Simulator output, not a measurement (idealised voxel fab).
Process module name: voxel self aligned vias
Square cells of 5 nm make up the cross-section cut, whose width is 280 nm.
Format of a cross-section: grid, square cells. Given as bands. Order: top down. Band: one or more rows of cells. The entry gives the band's vertical extent as a top height and a bottom height in nm, then its horizontal make-up as materials from left to right, each with a width in nm. "air" stands for empty space; a single material marked "edge to edge" fills the band edge to edge. For the purposes of this specification, 0 denotes the height below which the wafer in its as-received condition is composed wholly of one material, and the lowermost band, lacking a lower limit, extends downward without end, as expressed in "0 down". A two-number width, for instance "30 to 40", indicates that the width is equal to the first number in the top row of the band and to the second number in the bottom row, and that it changes by a constant amount per row of cells. "stayed the same" (step): cross-section cells unchanged, all of them. The list in "Closed empty spaces" covers empty spaces of 8 cells or more that cannot reach the top through any open way, and it gives each as width x height at distance; the distance is from the left edge, and width, height and distance are in nm. On a step's line, text after the settings is the simulator commenting on that step. The setting "overlay nm" may be written on the line of a step. When the step uses a mask, the value reports how far to the right of the planned place the mask lay, and a negative value reports that it lay to the left.
## This section lists the process steps that were planned
- 1: RECEIVE,material Si
- 2: CONFORMAL_DEP,material SiO2,thk nm 10
- 3: CONFORMAL_DEP,material SiCN,thk nm 5
- 4: DIRECTIONAL_DEP,material lowk,thk nm 20
- 5: MASKED_ETCH,tone open,mask id LINES,width nm 20,pitch nm 65,etch materials lowk,depth nm 20,overlay nm 0
- 6: CONFORMAL_DEP,material TiN,thk nm 5
- 7: FILL_DEP,material W,thk nm 10
- 8: CMP,height nm 35
- 9: SELECTIVE_ETCH,etch materials W Ru TiN,depth nm 5
- 10: FILL_DEP,material SiN,thk nm 10
- 11: CMP,height nm 35
- 12: DIRECTIONAL_DEP,material lowk,thk nm 20
- 13: PATTERN,tone open,mask id VIAS,material resist,width nm 40,thk nm 15,overlay nm 0
- 14: DIRECTIONAL_ETCH,etch materials lowk,depth nm 20
- 15: DIRECTIONAL_ETCH,etch materials SiN,depth nm 5
- 16: STRIP,etch materials resist
- 17: CONFORMAL_DEP,material TiN,thk nm 5
- 18: FILL_DEP,material Ru,thk nm 5
- 19: CMP,height nm 55
- 20: CONFORMAL_DEP,material SiN,thk nm 5
## The first of the two wafers, which ran as planned
## Cross-section: wafer on arrival = after step 1
    0 down = Si edge to edge
    Closed empty spaces: none
## After step 2: wafer cross-section
    10 to 0 = SiO2 edge to edge
    Unchanged below 0.
## After step 3: wafer cross-section
    15 to 10 = SiCN edge to edge
    Unchanged below 10.
## After step 4: wafer cross-section
    35 to 15 = lowk edge to edge
    Unchanged below 15.
## After step 5: wafer cross-section
    35 to 15 = lowk (95), then air (20), then lowk (45), then air (20), then lowk (100)
    Unchanged below 15.
## After step 6: wafer cross-section
    40 to 35 = TiN (100), then air (10), then TiN (55), then air (10), then TiN (105)
    35 to 20 = lowk (95), then TiN (5), then air (10), then TiN (5), then lowk (45), then TiN (5), then air (10), then TiN (5), then lowk (100)
    20 to 15 = lowk (95), then TiN (20), then lowk (45), then TiN (20), then lowk (100)
    Unchanged below 15.
## After step 7: wafer cross-section
    50 to 40 = W edge to edge
    40 to 35 = TiN (100), then W (10), then TiN (55), then W (10), then TiN (105)
    35 to 20 = lowk (95), then TiN (5), then W (10), then TiN (5), then lowk (45), then TiN (5), then W (10), then TiN (5), then lowk (100)
    Unchanged below 20.
## After step 8: wafer cross-section
    35 to 20 = lowk (95), then TiN (5), then W (10), then TiN (5), then lowk (45), then TiN (5), then W (10), then TiN (5), then lowk (100)
    Unchanged below 20.
## After step 9: wafer cross-section
    35 to 30 = lowk (95), then air (20), then lowk (45), then air (20), then lowk (100)
    Unchanged below 30.
## After step 10: wafer cross-section
    45 to 35 = SiN edge to edge
    35 to 30 = lowk (95), then SiN (20), then lowk (45), then SiN (20), then lowk (100)
    Unchanged below 30.
## After step 11: wafer cross-section
    35 to 30 = lowk (95), then SiN (20), then lowk (45), then SiN (20), then lowk (100)
    Unchanged below 30.
## After step 12: wafer cross-section
    55 to 35 = lowk edge to edge
    Unchanged below 35.
## After step 13: wafer cross-section
    70 to 55 = resist (85), then air (40), then resist (155)
    Unchanged below 55.
## After step 14: wafer cross-section
    70 to 55 = resist (85), then air (40), then resist (155)
    55 to 35 = lowk (85), then air (40), then lowk (155)
    Unchanged below 35.
## After step 15: wafer cross-section
    70 to 55 = resist (85), then air (40), then resist (155)
    55 to 35 = lowk (85), then air (40), then lowk (155)
    35 to 30 = lowk (95), then air (20), then lowk (45), then SiN (20), then lowk (100)
    Unchanged below 30.
## After step 16: wafer cross-section
    55 to 35 = lowk (85), then air (40), then lowk (155)
    Unchanged below 35.
## After step 17: wafer cross-section
    60 to 55 = TiN (90), then air (30), then TiN (160)
    55 to 40 = lowk (85), then TiN (5), then air (30), then TiN (5), then lowk (155)
    40 to 35 = lowk (85), then TiN (15), then air (10), then TiN (15), then lowk (155)
    35 to 30 = lowk (95), then TiN (20), then lowk (45), then SiN (20), then lowk (100)
    Unchanged below 30.
## After step 18: wafer cross-section
    65 to 60 = Ru edge to edge
    60 to 55 = TiN (90), then Ru (30), then TiN (160)
    55 to 40 = lowk (85), then TiN (5), then Ru (30), then TiN (5), then lowk (155)
    40 to 35 = lowk (85), then TiN (15), then Ru (10), then TiN (15), then lowk (155)
    Unchanged below 35.
## After step 19: wafer cross-section
    55 to 40 = lowk (85), then TiN (5), then Ru (30), then TiN (5), then lowk (155)
    Unchanged below 40.
## After step 20: wafer cross-section
    60 to 55 = SiN edge to edge
    Unchanged below 55.
## Here the second wafer is described. Its start and its plan were those of the first wafer. Its run contained one mistake. Up to and including step 1, it did exactly what the first wafer did
Second wafer: cross-section at the scheduled end of step 2: stayed the same
## Second wafer: cross-section at the scheduled end of step 3
    5 to 0 = SiCN edge to edge
    Unchanged below 0.
## Second wafer: cross-section at the scheduled end of step 4
    25 to 5 = lowk edge to edge
    Unchanged below 5.
## Second wafer: cross-section at the scheduled end of step 5
    25 to 5 = lowk (95), then air (20), then lowk (45), then air (20), then lowk (100)
    Unchanged below 5.
## Second wafer: cross-section at the scheduled end of step 6
    30 to 25 = TiN (100), then air (10), then TiN (55), then air (10), then TiN (105)
    25 to 10 = lowk (95), then TiN (5), then air (10), then TiN (5), then lowk (45), then TiN (5), then air (10), then TiN (5), then lowk (100)
    10 to 5 = lowk (95), then TiN (20), then lowk (45), then TiN (20), then lowk (100)
    Unchanged below 5.
## Second wafer: cross-section at the scheduled end of step 7
    40 to 30 = W edge to edge
    30 to 25 = TiN (100), then W (10), then TiN (55), then W (10), then TiN (105)
    25 to 10 = lowk (95), then TiN (5), then W (10), then TiN (5), then lowk (45), then TiN (5), then W (10), then TiN (5), then lowk (100)
    Unchanged below 10.
## Second wafer: cross-section at the scheduled end of step 8
    35 to 30 = W edge to edge
    Unchanged below 30.
## Second wafer: cross-section at the scheduled end of step 9
    30 to 25 = TiN (100), then W (10), then TiN (55), then W (10), then TiN (105)
    Unchanged below 25.
## Second wafer: cross-section at the scheduled end of step 10
    40 to 30 = SiN edge to edge
    Unchanged below 30.
## Second wafer: cross-section at the scheduled end of step 11
    35 to 30 = SiN edge to edge
    Unchanged below 30.
## Second wafer: cross-section at the scheduled end of step 12
    55 to 35 = lowk edge to edge
    Unchanged below 35.
## Second wafer: cross-section at the scheduled end of step 13
    70 to 55 = resist (85), then air (40), then resist (155)
    Unchanged below 55.
## Second wafer: cross-section at the scheduled end of step 14
    70 to 55 = resist (85), then air (40), then resist (155)
    55 to 35 = lowk (85), then air (40), then lowk (155)
    Unchanged below 35.
## Second wafer: cross-section at the scheduled end of step 15
    70 to 55 = resist (85), then air (40), then resist (155)
    55 to 35 = lowk (85), then air (40), then lowk (155)
    35 to 30 = SiN (85), then air (40), then SiN (155)
    Unchanged below 30.
## Second wafer: cross-section at the scheduled end of step 16
    55 to 35 = lowk (85), then air (40), then lowk (155)
    Unchanged below 35.
## Second wafer: cross-section at the scheduled end of step 17
    60 to 55 = TiN (90), then air (30), then TiN (160)
    55 to 35 = lowk (85), then TiN (5), then air (30), then TiN (5), then lowk (155)
    35 to 30 = SiN (85), then TiN (40), then SiN (155)
    Unchanged below 30.
## Second wafer: cross-section at the scheduled end of step 18
    65 to 60 = Ru edge to edge
    60 to 55 = TiN (90), then Ru (30), then TiN (160)
    55 to 35 = lowk (85), then TiN (5), then Ru (30), then TiN (5), then lowk (155)
    Unchanged below 35.
## Second wafer: cross-section at the scheduled end of step 19
    55 to 35 = lowk (85), then TiN (5), then Ru (30), then TiN (5), then lowk (155)
    Unchanged below 35.
## Second wafer: cross-section at the scheduled end of step 20
    60 to 55 = SiN edge to edge
    Unchanged below 55.
In executing the process, a mistake was made relative to the plan: no execution of plan step 2; skipped
Looking at both finished wafers in cells, the second ends up ahead of or behind the first on some materials: Ru: 4 more | SiN: 44 more | SiO2: 112 fewer | TiN: 56 more | W: 8 more
